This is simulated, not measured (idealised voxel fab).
process module | voxel fin reveal
cross-section cut | 195 nm wide | cells 5 nm
A cross-section is a grid of square cells, given in bands from the top down. A band is one or more rows of cells.
Each band's line starts with the height of the band's top and of its bottom, in nm. Then come its materials from left to right, each with its width in nm. One material with "throughout" fills the band from edge to edge. "air" is empty space.
Height 0 is the level under which the wafer as received is all one material. The lowest band goes on downwards, as in "0 down".
A width such as "30 to 40" changes by the same amount from each row of cells to the next, from the band's top row to its bottom row.
"no change" after a step means that no cell of the cross-section changed.
closed voids: empty space of 8 cells or more with no open way to the top, each as width x height at its distance from the left edge, in nm
after a step's settings: what the simulator itself notes on the step
overlay nm, on a step with a mask: how far to the right of its planned place the mask lay; to the left if negative
plan
1 op RECEIVE | material Si
2 op CONFORMAL_DEP | material SiN | thk nm 5
3 op PATTERN | tone cover | mask id FINS | material resist | width nm 15 | pitch nm 35 | thk nm 20 | overlay nm 0
4 op DIRECTIONAL_ETCH | etch materials SiN | depth nm 5
5 op DIRECTIONAL_ETCH | etch materials Si | depth nm 40
6 op STRIP | etch materials resist
7 op FILL_DEP | material SiO2 | thk nm 10
8 op CMP | height nm 5
9 op SELECTIVE_ETCH | etch materials SiO2 | depth nm 30
10 op STRIP | etch materials SiN
11 op CONFORMAL_DEP | material SiO2 | thk nm 5
varied across the wafers: thk nm of step 11. The plan shows the first wafer's value. All wafers start alike
first wafer as received, after step 1
  0 down: Si throughout
  closed voids: none
first wafer at the end, after step 11
  5 to 0: air 65 | SiO2 25 | air 10 | SiO2 25 | air 70
  0 to -20: air 65 | SiO2 5 | Si 15 | SiO2 5 | air 10 | SiO2 5 | Si 15 | SiO2 5 | air 70
  -20 to -40: SiO2 70 | Si 15 | SiO2 20 | Si 15 | SiO2 75
  -40 down: Si throughout
  closed voids: none
last wafer at the end
  20 to 0: air 50 | SiO2 90 | air 55
  0 to -5: air 50 | SiO2 20 | Si 15 | SiO2 20 | Si 15 | SiO2 20 | air 55
  -5 to -40: SiO2 70 | Si 15 | SiO2 20 | Si 15 | SiO2 75
  -40 down: Si throughout
  closed voids: none
each wafer at the end: cells of each material gained (+) or lost (-) since it was received, then its closed voids
thk nm 5 | -264 Si | +158 SiO2 | closed voids: none
thk nm 10 | -264 Si | +217 SiO2 | closed voids: none
thk nm 15 | -264 Si | +266 SiO2 | closed voids: none
thk nm 20 | -264 Si | +315 SiO2 | closed voids: none
